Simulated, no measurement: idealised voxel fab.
process module | voxel gate over fins
cross-section cut | 275 nm wide | cells 5 nm
A cross-section is a grid of square cells, given in bands from the top down. A band is one or more rows of cells.
Each band's line starts with the height of the band's top and of its bottom, in nm. Then come its materials from left to right, each with its width in nm. One material with "throughout" fills the band from edge to edge. "air" is empty space.
Height 0 is the level under which the wafer as received is all one material. The lowest band goes on downwards, as in "0 down".
A width such as "30 to 40" changes by the same amount from each row of cells to the next, from the band's top row to its bottom row.
"no change" after a step means that no cell of the cross-section changed.
closed voids: empty space of 8 cells or more with no open way to the top, each as width x height at its distance from the left edge, in nm
after a step's settings: what the simulator itself notes on the step
overlay nm, on a step with a mask: how far to the right of its planned place the mask lay; to the left if negative
Each pair below shows a cross-section before one step and the cross-section after it, down to the lowest band that changed. The line under each pair gives the step between them, with its settings. The pairs can come from different runs of this module on the same starting wafer, so a pair continues from the pair above only where its "before" says so.
before
  10 to 0: SiO2 100 | SiN 15 | SiO2 45 | SiN 15 | SiO2 100
  0 to -15: SiO2 100 | Si 15 | SiO2 45 | Si 15 | SiO2 100
  -15 to -20: SiO2 100 | Si 15 | SiO2 15 | TiN 5 | W 10 | TiN 5 | SiO2 10 | Si 15 | SiO2 100
  -20 to -25: SiO2 100 | Si 15 | SiO2 15 | TiN 20 | SiO2 10 | Si 15 | SiO2 100
  -25 to -30: SiO2 100 | Si 15 | SiO2 45 | Si 15 | SiO2 100
  -30 down: Si throughout
  closed voids: none
after
  10 to 0: air 100 | SiN 15 | air 45 | SiN 15 | air 100
  0 to -10: air 100 | Si 15 | air 45 | Si 15 | air 100
  below -10: unchanged
  closed voids: none
the step between: op SELECTIVE_ETCH | etch materials SiO2 | depth nm 20
before: the cross-section after the pair above
after
  0 to -10: air 100 | Si 15 | air 45 | Si 15 | air 100
  below -10: unchanged
  closed voids: none
the step between: op STRIP | etch materials SiN
before: the cross-section after the pair above
after
  5 to 0: air 95 | HfO2 25 | air 35 | HfO2 25 | air 95
  0 to -5: air 95 | HfO2 5 | Si 15 | HfO2 5 | air 35 | HfO2 5 | Si 15 | HfO2 5 | air 95
  -5 to -10: HfO2 100 | Si 15 | HfO2 45 | Si 15 | HfO2 100
  below -10: unchanged
  closed voids: none
the step between: op CONFORMAL_DEP | material HfO2 | thk nm 5
before: the cross-section after the pair above
after
  10 to 5: air 90 | TiN 35 | air 25 | TiN 35 | air 90
  5 to 0: air 90 | TiN 5 | HfO2 25 | TiN 5 | air 25 | TiN 5 | HfO2 25 | TiN 5 | air 90
  0 to -5: TiN 95 | HfO2 5 | Si 15 | HfO2 5 | TiN 35 | HfO2 5 | Si 15 | HfO2 5 | TiN 95
  below -5: unchanged
  closed voids: none
the step between: op CONFORMAL_DEP | material TiN | thk nm 5
before: the cross-section after the pair above
after
  15 to 10: air 85 | TiAl 45 | air 15 | TiAl 45 | air 85
  10 to 5: air 85 | TiAl 5 | TiN 35 | TiAl 5 | air 15 | TiAl 5 | TiN 35 | TiAl 5 | air 85
  5 to 0: TiAl 90 | TiN 5 | HfO2 25 | TiN 5 | TiAl 25 | TiN 5 | HfO2 25 | TiN 5 | TiAl 90
  below 0: unchanged
  closed voids: none
the step between: op CONFORMAL_DEP | material TiAl | thk nm 5
before: the cross-section after the pair above
after
  20 to 15: air 80 | TiN 55 | air 5 | TiN 55 | air 80
  15 to 10: air 80 | TiN 5 | TiAl 45 | TiN 5 | air 5 | TiN 5 | TiAl 45 | TiN 5 | air 80
  10 to 5: TiN 85 | TiAl 5 | TiN 35 | TiAl 5 | TiN 15 | TiAl 5 | TiN 35 | TiAl 5 | TiN 85
  below 5: unchanged
  closed voids: none
the step between: op CONFORMAL_DEP | material TiN | thk nm 5
before: the cross-section after the pair above
after
  35 to 20: W throughout
  20 to 15: W 80 | TiN 55 | W 5 | TiN 55 | W 80
  15 to 10: W 80 | TiN 5 | TiAl 45 | TiN 5 | W 5 | TiN 5 | TiAl 45 | TiN 5 | W 80
  below 10: unchanged
  closed voids: none
the step between: op FILL_DEP | material W | thk nm 15
before: the cross-section after the pair above
after
  30 to 20: W throughout
  below 20: unchanged
  closed voids: none
the step between: op CMP | height nm 30
before: the cross-section after the pair above
after
  40 to 30: SiN throughout
  below 30: unchanged
  closed voids: none
the step between: op CONFORMAL_DEP | material SiN | thk nm 10
before
  25 to 10: aC throughout
  10 to 0: SiO2 100 | SiN 15 | SiO2 45 | SiN 15 | SiO2 100
  0 to -30: SiO2 100 | Si 15 | SiO2 45 | Si 15 | SiO2 100
  -30 down: Si throughout
  closed voids: none
after
  60 to 25: resist 125 | air 15 | resist 135
  below 25: unchanged
  closed voids: none
the step between: op PATTERN | tone open | mask id RAIL | material resist | width nm 15 | thk nm 35 | overlay nm -5
before: the cross-section after the pair above
after
  45 to 25: resist 125 | air 15 | resist 135
  25 to 10: aC 125 | air 15 | aC 135
  below 10: unchanged
  closed voids: none
the step between: op DIRECTIONAL_ETCH | etch materials aC | depth nm 15
before: the cross-section after the pair above
after
  25 to 10: aC 125 | air 15 | aC 135
  below 10: unchanged
  closed voids: none
the step between: op STRIP | etch materials resist
before: the cross-section after the pair above
after
  25 to 10: aC 125 | air 15 | aC 135
  10 to 0: SiO2 100 | SiN 15 | SiO2 10 | air 15 | SiO2 20 | SiN 15 | SiO2 100
  0 to -25: SiO2 100 | Si 15 | SiO2 10 | air 15 | SiO2 20 | Si 15 | SiO2 100
  below -25: unchanged
  closed voids: none
the step between: op DIRECTIONAL_ETCH | etch materials SiO2 | depth nm 35
before: the cross-section after the pair above
after
  10 to 0: SiO2 100 | SiN 15 | SiO2 10 | air 15 | SiO2 20 | SiN 15 | SiO2 100
  below 0: unchanged
  closed voids: none
the step between: op STRIP | etch materials aC
before: the cross-section after the pair above
after
  15 to 10: TiN 130 | air 5 | TiN 140
  10 to 0: SiO2 100 | SiN 15 | SiO2 10 | TiN 5 | air 5 | TiN 5 | SiO2 20 | SiN 15 | SiO2 100
  0 to -20: SiO2 100 | Si 15 | SiO2 10 | TiN 5 | air 5 | TiN 5 | SiO2 20 | Si 15 | SiO2 100
  -20 to -25: SiO2 100 | Si 15 | SiO2 10 | TiN 15 | SiO2 20 | Si 15 | SiO2 100
  below -25: unchanged
  closed voids: none
the step between: op CONFORMAL_DEP | material TiN | thk nm 5
before: the cross-section after the pair above
after
  25 to 15: W throughout
  15 to 10: TiN 130 | W 5 | TiN 140
  10 to 0: SiO2 100 | SiN 15 | SiO2 10 | TiN 5 | W 5 | TiN 5 | SiO2 20 | SiN 15 | SiO2 100
  0 to -20: SiO2 100 | Si 15 | SiO2 10 | TiN 5 | W 5 | TiN 5 | SiO2 20 | Si 15 | SiO2 100
  below -20: unchanged
  closed voids: none
the step between: op FILL_DEP | material W | thk nm 10
before: the cross-section after the pair above
after
  10 to 0: SiO2 100 | SiN 15 | SiO2 10 | TiN 5 | W 5 | TiN 5 | SiO2 20 | SiN 15 | SiO2 100
  below 0: unchanged
  closed voids: none
the step between: op CMP | height nm 10
before: the cross-section after the pair above
after
  10 to 0: SiO2 100 | SiN 15 | SiO2 10 | air 15 | SiO2 20 | SiN 15 | SiO2 100
  0 to -15: SiO2 100 | Si 15 | SiO2 10 | air 15 | SiO2 20 | Si 15 | SiO2 100
  below -15: unchanged
  closed voids: none
the step between: op SELECTIVE_ETCH | etch materials W Ru TiN | depth nm 25
before: the cross-section after the pair above
after
  15 to 10: SiO2 throughout
  10 to 0: SiO2 100 | SiN 15 | SiO2 45 | SiN 15 | SiO2 100
  0 to -15: SiO2 100 | Si 15 | SiO2 45 | Si 15 | SiO2 100
  below -15: unchanged
  closed voids: none
the step between: op FILL_DEP | material SiO2 | thk nm 5
before: the cross-section after the pair above
after
  10 to 0: SiO2 100 | SiN 15 | SiO2 45 | SiN 15 | SiO2 100
  below 0: unchanged
  closed voids: none
the step between: op CMP | height nm 10
before: the cross-section after the pair above
after
  10 to 0: air 100 | SiN 15 | air 45 | SiN 15 | air 100
  0 to -10: air 100 | Si 15 | air 45 | Si 15 | air 100
  below -10: unchanged
  closed voids: none
the step between: op SELECTIVE_ETCH | etch materials SiO2 | depth nm 20
before: the cross-section after the pair above
after
  0 to -10: air 100 | Si 15 | air 45 | Si 15 | air 100
  below -10: unchanged
  closed voids: none
the step between: op STRIP | etch materials SiN
before: the cross-section after the pair above
after
  5 to 0: air 95 | HfO2 25 | air 35 | HfO2 25 | air 95
  0 to -5: air 95 | HfO2 5 | Si 15 | HfO2 5 | air 35 | HfO2 5 | Si 15 | HfO2 5 | air 95
  -5 to -10: HfO2 100 | Si 15 | HfO2 45 | Si 15 | HfO2 100
  below -10: unchanged
  closed voids: none
the step between: op CONFORMAL_DEP | material HfO2 | thk nm 5
before: the cross-section after the pair above
after
  10 to 5: air 90 | TiN 35 | air 25 | TiN 35 | air 90
  5 to 0: air 90 | TiN 5 | HfO2 25 | TiN 5 | air 25 | TiN 5 | HfO2 25 | TiN 5 | air 90
  0 to -5: TiN 95 | HfO2 5 | Si 15 | HfO2 5 | TiN 35 | HfO2 5 | Si 15 | HfO2 5 | TiN 95
  below -5: unchanged
  closed voids: none
the step between: op CONFORMAL_DEP | material TiN | thk nm 5
before: the cross-section after the pair above
after
  15 to 10: air 85 | TiAl 45 | air 15 | TiAl 45 | air 85
  10 to 5: air 85 | TiAl 5 | TiN 35 | TiAl 5 | air 15 | TiAl 5 | TiN 35 | TiAl 5 | air 85
  5 to 0: TiAl 90 | TiN 5 | HfO2 25 | TiN 5 | TiAl 25 | TiN 5 | HfO2 25 | TiN 5 | TiAl 90
  below 0: unchanged
  closed voids: none
the step between: op CONFORMAL_DEP | material TiAl | thk nm 5
before: the cross-section after the pair above
after
  20 to 15: air 80 | TiN 55 | air 5 | TiN 55 | air 80
  15 to 10: air 80 | TiN 5 | TiAl 45 | TiN 5 | air 5 | TiN 5 | TiAl 45 | TiN 5 | air 80
  10 to 5: TiN 85 | TiAl 5 | TiN 35 | TiAl 5 | TiN 15 | TiAl 5 | TiN 35 | TiAl 5 | TiN 85
  below 5: unchanged
  closed voids: none
the step between: op CONFORMAL_DEP | material TiN | thk nm 5
before: the cross-section after the pair above
after
  35 to 20: W throughout
  20 to 15: W 80 | TiN 55 | W 5 | TiN 55 | W 80
  15 to 10: W 80 | TiN 5 | TiAl 45 | TiN 5 | W 5 | TiN 5 | TiAl 45 | TiN 5 | W 80
  below 10: unchanged
  closed voids: none
the step between: op FILL_DEP | material W | thk nm 15
before: the cross-section after the pair above
after
  30 to 20: W throughout
  below 20: unchanged
  closed voids: none
the step between: op CMP | height nm 30
before: the cross-section after the pair above
after
  40 to 30: SiN throughout
  below 30: unchanged
  closed voids: none
the step between: op CONFORMAL_DEP | material SiN | thk nm 10
before
  10 to 5: air 90 | TiN 35 | air 25 | TiN 35 | air 90
  5 to 0: air 90 | TiN 5 | HfO2 25 | TiN 5 | air 25 | TiN 5 | HfO2 25 | TiN 5 | air 90
  0 to -5: TiN 95 | HfO2 5 | Si 15 | HfO2 5 | TiN 35 | HfO2 5 | Si 15 | HfO2 5 | TiN 95
  -5 to -10: HfO2 100 | Si 15 | HfO2 45 | Si 15 | HfO2 100
  -10 to -15: SiO2 100 | Si 15 | SiO2 45 | Si 15 | SiO2 100
  -15 to -20: SiO2 100 | Si 15 | SiO2 15 | TiN 5 | W 5 | TiN 5 | SiO2 15 | Si 15 | SiO2 100
  -20 to -25: SiO2 100 | Si 15 | SiO2 15 | TiN 15 | SiO2 15 | Si 15 | SiO2 100
  -25 to -30: SiO2 100 | Si 15 | SiO2 45 | Si 15 | SiO2 100
  -30 down: Si throughout
  closed voids: none
after
  15 to 10: air 85 | aC 45 | air 15 | aC 45 | air 85
  10 to 5: air 85 | aC 5 | TiN 35 | aC 5 | air 15 | aC 5 | TiN 35 | aC 5 | air 85
  5 to 0: aC 90 | TiN 5 | HfO2 25 | TiN 5 | aC 25 | TiN 5 | HfO2 25 | TiN 5 | aC 90
  below 0: unchanged
  closed voids: none
the step between: op CONFORMAL_DEP | material aC | thk nm 5
before: the cross-section after the pair above
after
  20 to 15: air 80 | TiN 55 | air 5 | TiN 55 | air 80
  15 to 10: air 80 | TiN 5 | aC 45 | TiN 5 | air 5 | TiN 5 | aC 45 | TiN 5 | air 80
  10 to 5: TiN 85 | aC 5 | TiN 35 | aC 5 | TiN 15 | aC 5 | TiN 35 | aC 5 | TiN 85
  below 5: unchanged
  closed voids: none
the step between: op CONFORMAL_DEP | material TiN | thk nm 5
before: the cross-section after the pair above
after
  35 to 20: W throughout
  20 to 15: W 80 | TiN 55 | W 5 | TiN 55 | W 80
  15 to 10: W 80 | TiN 5 | aC 45 | TiN 5 | W 5 | TiN 5 | aC 45 | TiN 5 | W 80
  below 10: unchanged
  closed voids: none
the step between: op FILL_DEP | material W | thk nm 15
before: the cross-section after the pair above
after
  30 to 20: W throughout
  below 20: unchanged
  closed voids: none
the step between: op CMP | height nm 30
before: the cross-section after the pair above
after
  40 to 30: SiN throughout
  below 30: unchanged
  closed voids: none
the step between: op CONFORMAL_DEP | material SiN | thk nm 10
before
  25 to 10: aC throughout
  10 to 0: SiN throughout
  0 down: Si throughout
  closed voids: none
after
  55 to 25: resist 100 | air 15 | resist 45 | air 15 | resist 100
  below 25: unchanged
  closed voids: none
the step between: op PATTERN | tone open | mask id FINS | material resist | width nm 15 | pitch nm 60 | thk nm 30 | overlay nm 0
before: the cross-section after the pair above
after
  40 to 25: resist 100 | air 15 | resist 45 | air 15 | resist 100
  25 to 10: aC 100 | air 15 | aC 45 | air 15 | aC 100
  below 10: unchanged
  closed voids: none
the step between: op DIRECTIONAL_ETCH | etch materials aC | depth nm 15
before: the cross-section after the pair above
after
  25 to 10: aC 100 | air 15 | aC 45 | air 15 | aC 100
  below 10: unchanged
  closed voids: none
the step between: op STRIP | etch materials resist
before: the cross-section after the pair above
after
  25 to 10: aC 100 | air 15 | aC 45 | air 15 | aC 100
  10 to 0: SiN 100 | air 15 | SiN 45 | air 15 | SiN 100
  below 0: unchanged
  closed voids: none
the step between: op DIRECTIONAL_ETCH | etch materials SiN | depth nm 10
before: the cross-section after the pair above
after
  25 to 10: aC 100 | air 15 | aC 45 | air 15 | aC 100
  10 to 0: SiN 100 | air 15 | SiN 45 | air 15 | SiN 100
  0 to -30: Si 100 | air 15 | Si 45 | air 15 | Si 100
  below -30: unchanged
  closed voids: none
the step between: op DIRECTIONAL_ETCH | etch materials Si | depth nm 30
before: the cross-section after the pair above
after
  10 to 0: SiN 100 | air 15 | SiN 45 | air 15 | SiN 100
  below 0: unchanged
  closed voids: none
the step between: op STRIP | etch materials aC
before: the cross-section after the pair above
after
  20 to 10: SiO2 throughout
  10 to 0: SiN 100 | SiO2 15 | SiN 45 | SiO2 15 | SiN 100
  0 to -30: Si 100 | SiO2 15 | Si 45 | SiO2 15 | Si 100
  below -30: unchanged
  closed voids: none
the step between: op FILL_DEP | material SiO2 | thk nm 10
before: the cross-section after the pair above
after
  10 to 0: SiN 100 | SiO2 15 | SiN 45 | SiO2 15 | SiN 100
  below 0: unchanged
  closed voids: none
the step between: op CMP | height nm 10
before: the cross-section after the pair above
after
  25 to 10: aC throughout
  below 10: unchanged
  closed voids: none
the step between: op DIRECTIONAL_DEP | material aC | thk nm 15
before: the cross-section after the pair above
after
  60 to 25: resist 130 | air 15 | resist 130
  below 25: unchanged
  closed voids: none
the step between: op PATTERN | tone open | mask id RAIL | material resist | width nm 15 | thk nm 35 | overlay nm 0
before: the cross-section after the pair above
after
  45 to 25: resist 130 | air 15 | resist 130
  25 to 10: aC 130 | air 15 | aC 130
  below 10: unchanged
  closed voids: none
the step between: op DIRECTIONAL_ETCH | etch materials aC | depth nm 15
before: the cross-section after the pair above
after
  25 to 10: aC 130 | air 15 | aC 130
  below 10: unchanged
  closed voids: none
the step between: op STRIP | etch materials resist
before: the cross-section after the pair above
after
  10 to 0: SiN 100 | SiO2 15 | SiN 45 | SiO2 15 | SiN 100
  below 0: unchanged
  closed voids: none
the step between: op STRIP | etch materials aC
before: the cross-section after the pair above
after
  15 to 10: TiN throughout
  below 10: unchanged
  closed voids: none
the step between: op CONFORMAL_DEP | material TiN | thk nm 5
before: the cross-section after the pair above
after
  25 to 15: W throughout
  below 15: unchanged
  closed voids: none
the step between: op FILL_DEP | material W | thk nm 10
before: the cross-section after the pair above
after
  10 to 0: SiN 100 | SiO2 15 | SiN 45 | SiO2 15 | SiN 100
  below 0: unchanged
  closed voids: none
the step between: op CMP | height nm 10
before: the cross-section after the pair above
after
  15 to 10: SiO2 throughout
  below 10: unchanged
  closed voids: none
the step between: op FILL_DEP | material SiO2 | thk nm 5
before: the cross-section after the pair above
after
  10 to 0: SiN 100 | SiO2 15 | SiN 45 | SiO2 15 | SiN 100
  below 0: unchanged
  closed voids: none
the step between: op CMP | height nm 10
before: the cross-section after the pair above
after
  10 to 0: SiN 100 | air 15 | SiN 45 | air 15 | SiN 100
  0 to -10: Si 100 | air 15 | Si 45 | air 15 | Si 100
  below -10: unchanged
  closed voids: none
the step between: op SELECTIVE_ETCH | etch materials SiO2 | depth nm 20
before: the cross-section after the pair above
after
  0 to -10: Si 100 | air 15 | Si 45 | air 15 | Si 100
  below -10: unchanged
  closed voids: none
the step between: op STRIP | etch materials SiN
before: the cross-section after the pair above
after
  5 to 0: HfO2 105 | air 5 | HfO2 55 | air 5 | HfO2 105
  0 to -5: Si 100 | HfO2 5 | air 5 | HfO2 5 | Si 45 | HfO2 5 | air 5 | HfO2 5 | Si 100
  -5 to -10: Si 100 | HfO2 15 | Si 45 | HfO2 15 | Si 100
  below -10: unchanged
  closed voids: none
the step between: op CONFORMAL_DEP | material HfO2 | thk nm 5
before: the cross-section after the pair above
after
  10 to 5: TiN throughout
  5 to 0: HfO2 105 | TiN 5 | HfO2 55 | TiN 5 | HfO2 105
  0 to -5: Si 100 | HfO2 5 | TiN 5 | HfO2 5 | Si 45 | HfO2 5 | TiN 5 | HfO2 5 | Si 100
  below -5: unchanged
  closed voids: none
the step between: op CONFORMAL_DEP | material TiN | thk nm 5
before: the cross-section after the pair above
after
  15 to 10: TiAl throughout
  below 10: unchanged
  closed voids: none
the step between: op CONFORMAL_DEP | material TiAl | thk nm 5
before: the cross-section after the pair above
after
  20 to 15: TiN throughout
  below 15: unchanged
  closed voids: none
the step between: op CONFORMAL_DEP | material TiN | thk nm 5
before: the cross-section after the pair above
after
  35 to 20: W throughout
  below 20: unchanged
  closed voids: none
the step between: op FILL_DEP | material W | thk nm 15
before: the cross-section after the pair above
after
  30 to 20: W throughout
  below 20: unchanged
  closed voids: none
the step between: op CMP | height nm 30
before: the cross-section after the pair above
after
  40 to 30: SiN throughout
  below 30: unchanged
  closed voids: none
the step between: op CONFORMAL_DEP | material SiN | thk nm 10
